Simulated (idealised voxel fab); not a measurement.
process module | voxel gate over fins
cross-section cut | 230 nm wide | cells 5 nm
A cross-section is a grid of square cells, given in bands from the top down. A band is one or more rows of cells.
Each band's line starts with the height of the band's top and of its bottom, in nm. Then come its materials from left to right, each with its width in nm. One material with "throughout" fills the band from edge to edge. "air" is empty space.
Height 0 is the level under which the wafer as received is all one material. The lowest band goes on downwards, as in "0 down".
A width such as "30 to 40" changes by the same amount from each row of cells to the next, from the band's top row to its bottom row.
"no change" after a step means that no cell of the cross-section changed.
closed voids: empty space of 8 cells or more with no open way to the top, each as width x height at its distance from the left edge, in nm
after a step's settings: what the simulator itself notes on the step
overlay nm, on a step with a mask: how far to the right of its planned place the mask lay; to the left if negative
plan
1 op RECEIVE | material Si
2 op CONFORMAL_DEP | material SiN | thk nm 5
3 op DIRECTIONAL_DEP | material aC | thk nm 15
4 op PATTERN | tone cover | mask id FINS | material resist | width nm 15 | pitch nm 45 | thk nm 30 | overlay nm 0
5 op DIRECTIONAL_ETCH | etch materials aC | depth nm 15
6 op STRIP | etch materials resist
7 op DIRECTIONAL_ETCH | etch materials SiN | depth nm 5
8 op DIRECTIONAL_ETCH | etch materials Si | depth nm 40
9 op STRIP | etch materials aC
10 op OXIDIZE | depth nm 5
11 op FILL_DEP | material SiO2 | thk nm 15
12 op CMP | height nm 5
13 op SELECTIVE_ETCH | etch materials SiO2 | depth nm 15
14 op STRIP | etch materials SiN
15 op CONFORMAL_DEP | material HfO2 | thk nm 5
16 op CONFORMAL_DEP | material TiN | thk nm 5
17 op CONFORMAL_DEP | material TiAl | thk nm 5
18 op CONFORMAL_DEP | material TiN | thk nm 5
19 op FILL_DEP | material W | thk nm 10
20 op CMP | height nm 25
21 op CONFORMAL_DEP | material SiN | thk nm 10
varied across the wafers: thk nm of step 17. The plan shows the first wafer's value. All wafers start alike
first wafer as received, after step 1
  0 down: Si throughout
  closed voids: none
first wafer at the end, after step 21
  35 to 25: SiN throughout
  25 to 20: W throughout
  20 to 15: W 25 | TiN 180 | W 25
  15 to 10: W 25 | TiN 5 | TiAl 35 | TiN 10 | TiAl 35 | TiN 10 | TiAl 35 | TiN 10 | TiAl 35 | TiN 5 | W 25
  10 to 5: TiN 30 | TiAl 5 | TiN 25 | TiAl 5 | TiN 10 | TiAl 5 | TiN 25 | TiAl 5 | TiN 10 | TiAl 5 | TiN 25 | TiAl 5 | TiN 10 | TiAl 5 | TiN 25 | TiAl 5 | TiN 30
  5 to 0: TiAl 35 | TiN 5 | HfO2 15 | TiN 5 | TiAl 20 | TiN 5 | HfO2 15 | TiN 5 | TiAl 20 | TiN 5 | HfO2 15 | TiN 5 | TiAl 20 | TiN 5 | HfO2 15 | TiN 5 | TiAl 35
  0 to -5: TiN 40 | HfO2 5 | Si 5 | HfO2 5 | TiN 30 | HfO2 5 | Si 5 | HfO2 5 | TiN 30 | HfO2 5 | Si 5 | HfO2 5 | TiN 30 | HfO2 5 | Si 5 | HfO2 5 | TiN 40
  -5 to -10: HfO2 45 | Si 5 | HfO2 40 | Si 5 | HfO2 40 | Si 5 | HfO2 40 | Si 5 | HfO2 45
  -10 to -45: SiO2 45 | Si 5 | SiO2 40 | Si 5 | SiO2 40 | Si 5 | SiO2 40 | Si 5 | SiO2 45
  -45 down: Si throughout
  closed voids: none
last wafer at the end
  35 to 25: SiN throughout
  25 to 20: TiN 15 | TiAl 200 | TiN 15
  20 to 10: TiAl throughout
  10 to 5: TiAl 35 | TiN 25 | TiAl 20 | TiN 25 | TiAl 20 | TiN 25 | TiAl 20 | TiN 25 | TiAl 35
  5 to 0: TiAl 35 | TiN 5 | HfO2 15 | TiN 5 | TiAl 20 | TiN 5 | HfO2 15 | TiN 5 | TiAl 20 | TiN 5 | HfO2 15 | TiN 5 | TiAl 20 | TiN 5 | HfO2 15 | TiN 5 | TiAl 35
  0 to -5: TiN 40 | HfO2 5 | Si 5 | HfO2 5 | TiN 30 | HfO2 5 | Si 5 | HfO2 5 | TiN 30 | HfO2 5 | Si 5 | HfO2 5 | TiN 30 | HfO2 5 | Si 5 | HfO2 5 | TiN 40
  -5 to -10: HfO2 45 | Si 5 | HfO2 40 | Si 5 | HfO2 40 | Si 5 | HfO2 40 | Si 5 | HfO2 45
  -10 to -45: SiO2 45 | Si 5 | SiO2 40 | Si 5 | SiO2 40 | Si 5 | SiO2 40 | Si 5 | SiO2 45
  -45 down: Si throughout
  closed voids: none
each wafer at the end: cells of each material gained (+) or lost (-) since it was received, then its closed voids
thk nm 5 | +62 HfO2 | -378 Si | +92 SiN | +294 SiO2 | +62 TiAl | +124 TiN | +66 W | closed voids: none
thk nm 10 | +62 HfO2 | -378 Si | +92 SiN | +294 SiO2 | +124 TiAl | +112 TiN | +16 W | closed voids: none
thk nm 15 | +62 HfO2 | -378 Si | +92 SiN | +294 SiO2 | +174 TiAl | +72 TiN | +6 W | closed voids: none
thk nm 20 | +62 HfO2 | -378 Si | +92 SiN | +294 SiO2 | +184 TiAl | +68 TiN | closed voids: none
